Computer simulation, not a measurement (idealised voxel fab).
The process module presented herein is designated voxel tone inversion.
295 nm wide, 5 nm square cells: that's cross-section cut.
A cross-section in this document is a grid of square cells, and it is written down as bands, the top band listed before the ones below it; a band is made up of one or more rows of cells. First you get the band's top height and its bottom height, in nm, and then the materials it's made of, left to right, with each width in nm. If you see a single material with "all across", that one covers the band edge to edge. "empty" is empty space. Beneath 0, the wafer as received is one material, and that level is where height counting begins. The lowest band goes on downward without a bottom; it is written like "from 0 down". A width given as "30->40" starts at the first number in the band's top row and ends at the second number in its bottom row, shifting by an equal amount at every step from row to row. "no change occurred", as given for a step, is the statement that not any cell of the cross-section underwent a change during that step. Reported under the label "Sealed void inventory" are the empty spaces having no open way to the top and comprising 8 cells or more; the notation for each is width x height at distance, in which the distance is measured from the left edge and all three values are in nm. Where a step's line continues beyond its settings, the continuation is a remark by the simulator itself on that step. The optional step-line setting "overlay nm" applies to steps with a mask and quantifies how far to the right of its planned location the mask lay, a negative value indicating leftward placement.
**Listed below are the process steps as planned**
step 1: RECEIVE (material Si)
step 2: CONFORMAL_DEP (material SiCN; thk nm 5)
step 3: DIRECTIONAL_DEP (material aC; thk nm 25)
step 4: PATTERN (tone cover; mask id POSTS; material resist; width nm 25; pitch nm 40; thk nm 35; overlay nm 0)
step 5: DIRECTIONAL_ETCH (etch materials aC; depth nm 25)
step 6: STRIP (etch materials resist)
step 7: FILL_DEP (material lowk; thk nm 5)
step 8: CMP (height nm 30)
step 9: STRIP (etch materials aC)
The plan's step 2 thk nm is the first wafer's value; the wafers differ in this setting and start identical.
**Sectional view: first of several wafers, as received, after step 1**
    from 0 down = Si all across
    Sealed void inventory: none
**Below: a row per wafer. Contents at end of module: for every material, cells gained since receipt (+) or lost since receipt (-); then closed voids**
thk nm 5, +59 SiCN, +195 lowk, Sealed void inventory: none
thk nm 10, +118 SiCN, +156 lowk, Sealed void inventory: none
thk nm 15, +177 SiCN, +117 lowk, Sealed void inventory: none
thk nm 20, +236 SiCN, +78 lowk, Sealed void inventory: none
